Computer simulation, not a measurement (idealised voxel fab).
Process module name: voxel self aligned contacts
cross-section cut | 290 nm wide | cells 5 nm
When this document writes out a cross-section, it uses a grid of square cells and lists it as bands, beginning at the top and moving down, with a band standing for one or more rows of cells.
Within each band entry, the heights of the top and of the bottom of the band appear first, in that order and in nm; the materials of the band then follow from left to right, each with its corresponding width in nm. The designation "full width" on a single material indicates that it fills the band from edge to edge; the designation "air" indicates empty space.
Height 0 is the level under which the wafer as received is all one material. The lowest band goes on downwards, as in "z 0 and below".
Per-row width for "30->40": begins at first number (top row of band), ends at second number (bottom row), increment between rows held constant.
Basically "nothing got changed" means that step didn't change any cell in the cross-section.
"Closed cavity list" specifies each empty space that is not open to the top and that occupies no fewer than 8 cells, using the form width x height at distance, the distance measured from the left edge and all three quantities in nm.
Step line, after settings: the simulator's comment on this step.
overlay nm: for a step with a mask, the amount by which the mask lay right of where it was planned; a negative amount means left of it.
### Steps in the process plan
step 1: op RECEIVE | material Si
step 2: op CONFORMAL_DEP | material SiO2 | thk nm 5
step 3: op DIRECTIONAL_DEP | material polySi | thk nm 30
step 4: op DIRECTIONAL_DEP | material SiN | thk nm 15
step 5: op DIRECTIONAL_DEP | material aC | thk nm 10
step 6: op PATTERN | tone cover | mask id GATE | material resist | width nm 35 | pitch nm 70 | thk nm 25 | overlay nm 0
step 7: op DIRECTIONAL_ETCH | etch materials aC | depth nm 10
step 8: op STRIP | etch materials resist
step 9: op DIRECTIONAL_ETCH | etch materials SiN | depth nm 15
step 10: op DIRECTIONAL_ETCH | etch materials polySi | depth nm 30
step 11: op STRIP | etch materials aC
step 12: op CONFORMAL_DEP | material SiN | thk nm 5
step 13: op DIRECTIONAL_ETCH | etch materials SiN | depth nm 5
step 14: op FILL_DEP | material SiO2 | thk nm 15
step 15: op CMP | height nm 60
step 16: op PATTERN | tone open | mask id CONTACT | material resist | width nm 55 | thk nm 15 | overlay nm 0
step 17: op DIRECTIONAL_ETCH | etch materials SiO2 | depth nm 60
step 18: op STRIP | etch materials resist
step 19: op CONFORMAL_DEP | material TiN | thk nm 5
step 20: op FILL_DEP | material W | thk nm 10
step 21: op CMP | height nm 60
step 22: op CONFORMAL_DEP | material SiN | thk nm 5
### Concerning the first of two wafers, which was run in accordance with the plan
### Cross-section of the incoming wafer, state after step 1
	z 0 and below | Si full width
	Closed cavity list: none
### Once step 2 is through, the wafer looks like this in cross-section
	z 5 to 0 | SiO2 full width
	Note: structure below 0 unchanged.
### Once step 3 is through, the wafer looks like this in cross-section
	z 35 to 5 | polySi full width
	Note: structure below 5 unchanged.
### Once step 4 is through, the wafer looks like this in cross-section
	z 50 to 35 | SiN full width
	Note: structure below 35 unchanged.
### Once step 5 is through, the wafer looks like this in cross-section
	z 60 to 50 | aC full width
	Note: structure below 50 unchanged.
### Once step 6 is through, the wafer looks like this in cross-section
	z 85 to 60 | 90 nm air | 35 nm resist | 35 nm air | 35 nm resist | 95 nm air
	Note: structure below 60 unchanged.
### Once step 7 is through, the wafer looks like this in cross-section
	z 75 to 60 | 90 nm air | 35 nm resist | 35 nm air | 35 nm resist | 95 nm air
	z 60 to 50 | 90 nm air | 35 nm aC | 35 nm air | 35 nm aC | 95 nm air
	Note: structure below 50 unchanged.
### Once step 8 is through, the wafer looks like this in cross-section
	z 60 to 50 | 90 nm air | 35 nm aC | 35 nm air | 35 nm aC | 95 nm air
	Note: structure below 50 unchanged.
### Once step 9 is through, the wafer looks like this in cross-section
	z 60 to 50 | 90 nm air | 35 nm aC | 35 nm air | 35 nm aC | 95 nm air
	z 50 to 35 | 90 nm air | 35 nm SiN | 35 nm air | 35 nm SiN | 95 nm air
	Note: structure below 35 unchanged.
### Once step 10 is through, the wafer looks like this in cross-section
	z 60 to 50 | 90 nm air | 35 nm aC | 35 nm air | 35 nm aC | 95 nm air
	z 50 to 35 | 90 nm air | 35 nm SiN | 35 nm air | 35 nm SiN | 95 nm air
	z 35 to 5 | 90 nm air | 35 nm polySi | 35 nm air | 35 nm polySi | 95 nm air
	Note: structure below 5 unchanged.
### Once step 11 is through, the wafer looks like this in cross-section
	z 50 to 35 | 90 nm air | 35 nm SiN | 35 nm air | 35 nm SiN | 95 nm air
	Note: structure below 35 unchanged.
### Once step 12 is through, the wafer looks like this in cross-section
	z 55 to 35 | 85 nm air | 45 nm SiN | 25 nm air | 45 nm SiN | 90 nm air
	z 35 to 10 | 85 nm air | 5 nm SiN | 35 nm polySi | 5 nm SiN | 25 nm air | 5 nm SiN | 35 nm polySi | 5 nm SiN | 90 nm air
	z 10 to 5 | 90 nm SiN | 35 nm polySi | 35 nm SiN | 35 nm polySi | 95 nm SiN
	Note: structure below 5 unchanged.
### Once step 13 is through, the wafer looks like this in cross-section
	z 50 to 35 | 85 nm air | 45 nm SiN | 25 nm air | 45 nm SiN | 90 nm air
	z 35 to 5 | 85 nm air | 5 nm SiN | 35 nm polySi | 5 nm SiN | 25 nm air | 5 nm SiN | 35 nm polySi | 5 nm SiN | 90 nm air
	Note: structure below 5 unchanged.
### Once step 14 is through, the wafer looks like this in cross-section
	z 65 to 50 | SiO2 full width
	z 50 to 35 | 85 nm SiO2 | 45 nm SiN | 25 nm SiO2 | 45 nm SiN | 90 nm SiO2
	z 35 to 5 | 85 nm SiO2 | 5 nm SiN | 35 nm polySi | 5 nm SiN | 25 nm SiO2 | 5 nm SiN | 35 nm polySi | 5 nm SiN | 90 nm SiO2
	Note: structure below 5 unchanged.
### Once step 15 is through, the wafer looks like this in cross-section
	z 60 to 50 | SiO2 full width
	Note: structure below 50 unchanged.
### Once step 16 is through, the wafer looks like this in cross-section
	z 75 to 60 | 115 nm resist | 55 nm air | 120 nm resist
	Note: structure below 60 unchanged.
### Once step 17 is through, the wafer looks like this in cross-section
	z 75 to 60 | 115 nm resist | 55 nm air | 120 nm resist
	z 60 to 50 | 115 nm SiO2 | 55 nm air | 120 nm SiO2
	z 50 to 35 | 85 nm SiO2 | 45 nm SiN | 25 nm air | 45 nm SiN | 90 nm SiO2
	z 35 to 5 | 85 nm SiO2 | 5 nm SiN | 35 nm polySi | 5 nm SiN | 25 nm air | 5 nm SiN | 35 nm polySi | 5 nm SiN | 90 nm SiO2
	z 5 to 0 | 130 nm SiO2 | 25 nm air | 135 nm SiO2
	Note: structure below 0 unchanged.
### Once step 18 is through, the wafer looks like this in cross-section
	z 60 to 50 | 115 nm SiO2 | 55 nm air | 120 nm SiO2
	Note: structure below 50 unchanged.
### Once step 19 is through, the wafer looks like this in cross-section
	z 65 to 60 | 120 nm TiN | 45 nm air | 125 nm TiN
	z 60 to 50 | 115 nm SiO2 | 5->20 nm TiN | 45->15 nm air | 5->20 nm TiN | 120 nm SiO2
	z 50 to 35 | 85 nm SiO2 | 45 nm SiN | 5 nm TiN | 15 nm air | 5 nm TiN | 45 nm SiN | 90 nm SiO2
	z 35 to 5 | 85 nm SiO2 | 5 nm SiN | 35 nm polySi | 5 nm SiN | 5 nm TiN | 15 nm air | 5 nm TiN | 5 nm SiN | 35 nm polySi | 5 nm SiN | 90 nm SiO2
	z 5 to 0 | 130 nm SiO2 | 25 nm TiN | 135 nm SiO2
	Note: structure below 0 unchanged.
### Once step 20 is through, the wafer looks like this in cross-section
	z 75 to 65 | W full width
	z 65 to 60 | 120 nm TiN | 45 nm W | 125 nm TiN
	z 60 to 50 | 115 nm SiO2 | 5->20 nm TiN | 45->15 nm W | 5->20 nm TiN | 120 nm SiO2
	z 50 to 35 | 85 nm SiO2 | 45 nm SiN | 5 nm TiN | 15 nm W | 5 nm TiN | 45 nm SiN | 90 nm SiO2
	z 35 to 5 | 85 nm SiO2 | 5 nm SiN | 35 nm polySi | 5 nm SiN | 5 nm TiN | 15 nm W | 5 nm TiN | 5 nm SiN | 35 nm polySi | 5 nm SiN | 90 nm SiO2
	Note: structure below 5 unchanged.
### Once step 21 is through, the wafer looks like this in cross-section
	z 60 to 50 | 115 nm SiO2 | 5->20 nm TiN | 45->15 nm W | 5->20 nm TiN | 120 nm SiO2
	Note: structure below 50 unchanged.
### Once step 22 is through, the wafer looks like this in cross-section
	z 65 to 60 | SiN full width
	Note: structure below 60 unchanged.
### Notes, second wafer: start = first wafer's, plan = first wafer's, execution had one mistake; history identical to first through step 15
### What the second wafer looks like in cross-section when step 16 should have wrapped up
	z 75 to 60 | 110 nm resist | 65 nm air | 115 nm resist
	Note: structure below 60 unchanged.
### What the second wafer looks like in cross-section when step 17 should have wrapped up
	z 75 to 60 | 110 nm resist | 65 nm air | 115 nm resist
	z 60 to 50 | 110 nm SiO2 | 65 nm air | 115 nm SiO2
	z 50 to 35 | 85 nm SiO2 | 45 nm SiN | 25 nm air | 45 nm SiN | 90 nm SiO2
	z 35 to 5 | 85 nm SiO2 | 5 nm SiN | 35 nm polySi | 5 nm SiN | 25 nm air | 5 nm SiN | 35 nm polySi | 5 nm SiN | 90 nm SiO2
	z 5 to 0 | 130 nm SiO2 | 25 nm air | 135 nm SiO2
	Note: structure below 0 unchanged.
### What the second wafer looks like in cross-section when step 18 should have wrapped up
	z 60 to 50 | 110 nm SiO2 | 65 nm air | 115 nm SiO2
	Note: structure below 50 unchanged.
### What the second wafer looks like in cross-section when step 19 should have wrapped up
	z 65 to 60 | 115 nm TiN | 55 nm air | 120 nm TiN
	z 60 to 50 | 110 nm SiO2 | 5->25 nm TiN | 55->15 nm air | 5->25 nm TiN | 115 nm SiO2
	z 50 to 35 | 85 nm SiO2 | 45 nm SiN | 5 nm TiN | 15 nm air | 5 nm TiN | 45 nm SiN | 90 nm SiO2
	z 35 to 5 | 85 nm SiO2 | 5 nm SiN | 35 nm polySi | 5 nm SiN | 5 nm TiN | 15 nm air | 5 nm TiN | 5 nm SiN | 35 nm polySi | 5 nm SiN | 90 nm SiO2
	z 5 to 0 | 130 nm SiO2 | 25 nm TiN | 135 nm SiO2
	Note: structure below 0 unchanged.
### What the second wafer looks like in cross-section when step 20 should have wrapped up
	z 75 to 65 | W full width
	z 65 to 60 | 115 nm TiN | 55 nm W | 120 nm TiN
	z 60 to 50 | 110 nm SiO2 | 5->25 nm TiN | 55->15 nm W | 5->25 nm TiN | 115 nm SiO2
	z 50 to 35 | 85 nm SiO2 | 45 nm SiN | 5 nm TiN | 15 nm W | 5 nm TiN | 45 nm SiN | 90 nm SiO2
	z 35 to 5 | 85 nm SiO2 | 5 nm SiN | 35 nm polySi | 5 nm SiN | 5 nm TiN | 15 nm W | 5 nm TiN | 5 nm SiN | 35 nm polySi | 5 nm SiN | 90 nm SiO2
	Note: structure below 5 unchanged.
### What the second wafer looks like in cross-section when step 21 should have wrapped up
	z 60 to 50 | 110 nm SiO2 | 5->25 nm TiN | 55->15 nm W | 5->25 nm TiN | 115 nm SiO2
	Note: structure below 50 unchanged.
### What the second wafer looks like in cross-section when step 22 should have wrapped up
	z 65 to 60 | SiN full width
	Note: structure below 60 unchanged.
Misprocessing identified: step 16 went in with a setting other than planned; the actual run was op PATTERN | tone open | mask id CONTACT | material resist | width nm 65 | thk nm 15 | overlay nm 0
End of process, cell counts, second wafer against first, materials with more or fewer: SiO2 -4, TiN +2, W +2
